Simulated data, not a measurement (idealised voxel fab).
Proc. module: voxel transistor to metal
FYI the section here is cut, 185 nm wide, cells are 5 nm squares.
Cross-section layout: square cells on a grid; listed as bands, top to bottom; a band spans one or more cell rows. The entry gives the band's vertical extent as a top height and a bottom height in nm, then its horizontal make-up as materials from left to right, each with a width in nm. "empty" stands for empty space; a single material marked "everywhere" fills the band edge to edge. Heads up on the height convention: 0 is the point under which the incoming wafer is all one material, and the lowest band has no bottom, it just keeps going down, like "0 and below". The notation "30..40" denotes a width that varies across the rows of cells in the band, beginning at the first number in the top row, finishing at the second number in the bottom row, and changing by an identical amount from each row to the next. Step marked "no change"? Then no cell in the cross-section changed in it. "Closed cavity list" specifies each empty space that is not open to the top and that occupies no fewer than 8 cells, using the form width x height at distance, the distance measured from the left edge and all three quantities in nm. Formally, on a step line, whatever follows the settings is a remark that the simulator itself makes on the step. Regarding "overlay nm": on a step with a mask, it is the distance the mask lay to the right of its planned place; a negative value places it to the left.

Below is the list of planned process steps
| 1 | RECEIVE with material Si |
| 2 | CONFORMAL_DEP with material SiO2, thk nm 5 |
| 3 | CONFORMAL_DEP with material SiN, thk nm 15 |
| 4 | PATTERN with tone cover, mask id ACTIVE, material resist, width nm 105, thk nm 15, overlay nm 0 |
| 5 | DIRECTIONAL_ETCH with etch materials SiN, depth nm 15 |
| 6 | DIRECTIONAL_ETCH with etch materials SiO2, depth nm 5 |
| 7 | DIRECTIONAL_ETCH with etch materials Si, depth nm 20 |
| 8 | STRIP with etch materials resist |
| 9 | FILL_DEP with material SiO2, thk nm 15 |
| 10 | CMP with height nm 20 |
| 11 | SELECTIVE_ETCH with etch materials SiO2, depth nm 10 |
| 12 | STRIP with etch materials SiN |
| 13 | SELECTIVE_ETCH with etch materials SiO2, depth nm 5 |
| 14 | OXIDIZE with depth nm 5 |
| 15 | DIRECTIONAL_DEP with material polySi, thk nm 25 |
| 16 | DIRECTIONAL_DEP with material SiCN, thk nm 10 |
| 17 | DIRECTIONAL_DEP with material aC, thk nm 15 |
| 18 | PATTERN with tone cover, mask id GATE, material resist, width nm 25, thk nm 30, overlay nm 0 |
| 19 | DIRECTIONAL_ETCH with etch materials aC, depth nm 15 |
| 20 | STRIP with etch materials resist |
| 21 | DIRECTIONAL_ETCH with etch materials SiCN, depth nm 20 |
| 22 | DIRECTIONAL_ETCH with etch materials polySi, depth nm 35 |
| 23 | STRIP with etch materials aC |
| 24 | CONFORMAL_DEP with material SiO2, thk nm 5 |
| 25 | DIRECTIONAL_ETCH with etch materials SiO2, depth nm 5 |
| 26 | CONFORMAL_DEP with material SiN, thk nm 5 |
| 27 | DIRECTIONAL_ETCH with etch materials SiN, depth nm 5 |
| 28 | DIRECTIONAL_ETCH with etch materials SiO2, depth nm 5 |
| 29 | DIRECTIONAL_ETCH with etch materials Si, depth nm 5 |
| 30 | EPI with material nSi, thk nm 10 |
| 31 | FILL_DEP with material SiO2, thk nm 5 |
| 32 | CMP with height nm 25 |
| 33 | STRIP with etch materials polySi |
| 34 | SELECTIVE_ETCH with etch materials SiO2, depth nm 5 |
| 35 | CONFORMAL_DEP with material HfO2, thk nm 5 |
| 36 | CONFORMAL_DEP with material TiN, thk nm 5 |
| 37 | FILL_DEP with material W, thk nm 10 |
| 38 | CMP with height nm 20 |
| 39 | DIRECTIONAL_DEP with material SiO2, thk nm 15 |
| 40 | MASKED_ETCH with tone open, mask id CONTACT, width nm 15, pitch nm 70, etch materials SiO2, depth nm 35, overlay nm 0 |
| 41 | CONFORMAL_DEP with material TiN, thk nm 5 |
| 42 | FILL_DEP with material Ru, thk nm 10 |
| 43 | CMP with height nm 35 |
| 44 | CONFORMAL_DEP with material SiCN, thk nm 5 |
| 45 | DIRECTIONAL_DEP with material lowk, thk nm 20 |
| 46 | MASKED_ETCH with tone open, mask id METAL_1, width nm 15, pitch nm 70, etch materials lowk, depth nm 20, overlay nm 0 |
| 47 | MASKED_ETCH with tone open, mask id METAL_1, width nm 15, pitch nm 70, etch materials SiCN, depth nm 5, overlay nm 0 |
| 48 | CONFORMAL_DEP with material TiN, thk nm 5 |
| 49 | FILL_DEP with material Cu, thk nm 5 |
| 50 | CMP with height nm 60 |
| 51 | EPI with material Ru, thk nm 5 |
| 52 | FILL_DEP with material SiCN, thk nm 5 |
| 53 | DIRECTIONAL_DEP with material SiO2, thk nm 30 |
| 54 | PATTERN with tone open, mask id METAL_2, material resist, width nm 15, pitch nm 70, thk nm 15, overlay nm 0 |
| 55 | DIRECTIONAL_ETCH with etch materials SiO2, depth nm 20 |
| 56 | STRIP with etch materials resist |
| 57 | MASKED_ETCH with tone open, mask id METAL_2_HOLES, width nm 15, pitch nm 70, etch materials SiO2, depth nm 10, overlay nm 0 |
| 58 | MASKED_ETCH with tone open, mask id METAL_2_HOLES, width nm 15, pitch nm 70, etch materials SiCN, depth nm 5, overlay nm 0 |
| 59 | CONFORMAL_DEP with material TiN, thk nm 5 |
| 60 | FILL_DEP with material Ru, thk nm 5 |
| 61 | CMP with height nm 100 |
| 62 | CONFORMAL_DEP with material SiCN, thk nm 5 |
Among the wafers covered here, the point of difference is the depth nm at step 29; their starting state is shared, and the plan presents the value of the first wafer.

Step 1 complete: as-received cross-section of the first of several wafers
    0 and below = Si everywhere
    Closed cavity list: none

Below is a per-wafer table. In it, each row describes the wafer at the end of the module by giving, for each material, the number of cells gained (+) or lost (-) since the wafer was received, and after that the closed voids of the wafer
depth nm 5; +8 Cu; +15 HfO2; +32 Ru; -95 Si; +126 SiCN; +10 SiN; +429 SiO2; +91 TiN; +9 W; +124 lowk; +28 nSi; Closed cavity list: none
depth nm 10; +8 Cu; +15 HfO2; +32 Ru; -105 Si; +126 SiCN; +10 SiN; +431 SiO2; +91 TiN; +9 W; +124 lowk; +36 nSi; Closed cavity list: none
depth nm 15; +8 Cu; +15 HfO2; +32 Ru; -115 Si; +126 SiCN; +10 SiN; +433 SiO2; +91 TiN; +9 W; +124 lowk; +44 nSi; Closed cavity list: none
depth nm 20; +8 Cu; +15 HfO2; +32 Ru; -125 Si; +126 SiCN; +10 SiN; +435 SiO2; +91 TiN; +9 W; +124 lowk; +52 nSi; Closed cavity list: none
